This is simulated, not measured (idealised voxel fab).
Name of the process module below: voxel self aligned contacts
Each square cell in cross-section cut measures 5 nm, and the section as a whole is 270 nm wide.
Each cross-section below is a grid of square cells, stated as bands in top-down order, with one or more rows of cells making up each band.
Band entry format. Leading values: height of top, height of bottom, nm. Remainder: materials in left-to-right order, each with its width in nm. Special words: "throughout" on a single material, which then fills the band edge to edge; "air", empty space.
Height 0 is the level under which the wafer as received is all one material. The lowest band goes on downwards, as in "0 nm and below".
A two-number width, for instance "30..40", indicates that the width is equal to the first number in the top row of the band and to the second number in the bottom row, and that it changes by a constant amount per row of cells.
The designation "remained unchanged", where it is given for a processing step, indicates that no cell of the cross-section was altered in the course of that step.
"Internal closed voids" contains a list of empty spaces, each no smaller than 8 cells and without an open way to the top, written in the form width x height at distance with the distance from the left edge and all three in nm.
The remark found on a step's line after its settings is issued by the simulator itself and pertains to that step.
The line of a step may include "overlay nm". On a step with a mask, this value is how far to the right of its planned place the mask lay. A negative value means the mask lay to the left.
-- The planned process steps are enumerated hereunder
- 1: RECEIVE: material Si
- 2: OXIDIZE: depth nm 5
- 3: DIRECTIONAL_DEP: material polySi, thk nm 20
- 4: DIRECTIONAL_DEP: material SiN, thk nm 20
- 5: MASKED_ETCH: tone cover, mask id GATE, width nm 25, pitch nm 60, etch materials SiN, depth nm 20, overlay nm 0
- 6: MASKED_ETCH: tone cover, mask id GATE, width nm 25, pitch nm 60, etch materials polySi, depth nm 20, overlay nm 0
- 7: CONFORMAL_DEP: material SiN, thk nm 5
- 8: DIRECTIONAL_ETCH: etch materials SiN, depth nm 5
- 9: FILL_DEP: material SiO2, thk nm 10
- 10: CMP: height nm 45
- 11: PATTERN: tone open, mask id CONTACT, material resist, width nm 45, thk nm 15, overlay nm 0
- 12: DIRECTIONAL_ETCH: etch materials SiO2, depth nm 50
- 13: STRIP: etch materials resist
- 14: CONFORMAL_DEP: material TiN, thk nm 5
- 15: FILL_DEP: material W, thk nm 5
- 16: CMP: height nm 45
- 17: CONFORMAL_DEP: material SiCN, thk nm 5
-- This is the cross-section of the wafer as we received it, i.e. after step 1
> 0 nm and below = Si throughout
> Internal closed voids: none
-- Sectioned view, first of two wafers, at the close of the module, processed as intended in the plan
> 50 nm to 45 nm = SiCN throughout
> 45 nm to 40 nm = 110 SiO2 / 15 TiN / 15 W / 15 TiN / 115 SiO2
> 40 nm to 20 nm = 85 SiO2 / 35 SiN / 5 TiN / 15 W / 5 TiN / 35 SiN / 90 SiO2
> 20 nm to 0 nm = 85 SiO2 / 5 SiN / 25 polySi / 5 SiN / 5 TiN / 15 W / 5 TiN / 5 SiN / 25 polySi / 5 SiN / 90 SiO2
> 0 nm to -5 nm = 120 SiO2 / 25 TiN / 125 SiO2
> -5 nm and below = Si throughout
> Internal closed voids: none
-- Cross-section of the latter of the two wafers at module completion. It had an identical start and an identical plan to the former; in running it, one mistake was made
> 50 nm to 45 nm = SiCN throughout
> 45 nm to 40 nm = 80 W / 30 TiN / 45 SiO2 / 30 TiN / 85 W
> 40 nm to 20 nm = 80 W / 5 TiN / 35 SiN / 25 SiO2 / 35 SiN / 5 TiN / 85 W
> 20 nm to 0 nm = 80 W / 5 TiN / 5 SiN / 25 polySi / 5 SiN / 25 SiO2 / 5 SiN / 25 polySi / 5 SiN / 5 TiN / 85 W
> 0 nm to -5 nm = 85 TiN / 95 SiO2 / 90 TiN
> -5 nm and below = Si throughout
> Internal closed voids: none
Short version of what went wrong: step 11 went in with a setting other than planned; the actual run was PATTERN: tone cover, mask id CONTACT, material resist, width nm 45, thk nm 15, overlay nm 0
Upon completion, the second wafer contains, in terms of cells, a greater or smaller amount of certain materials than the first wafer: SiO2: 306 fewer; TiN: 36 more; W: 270 more
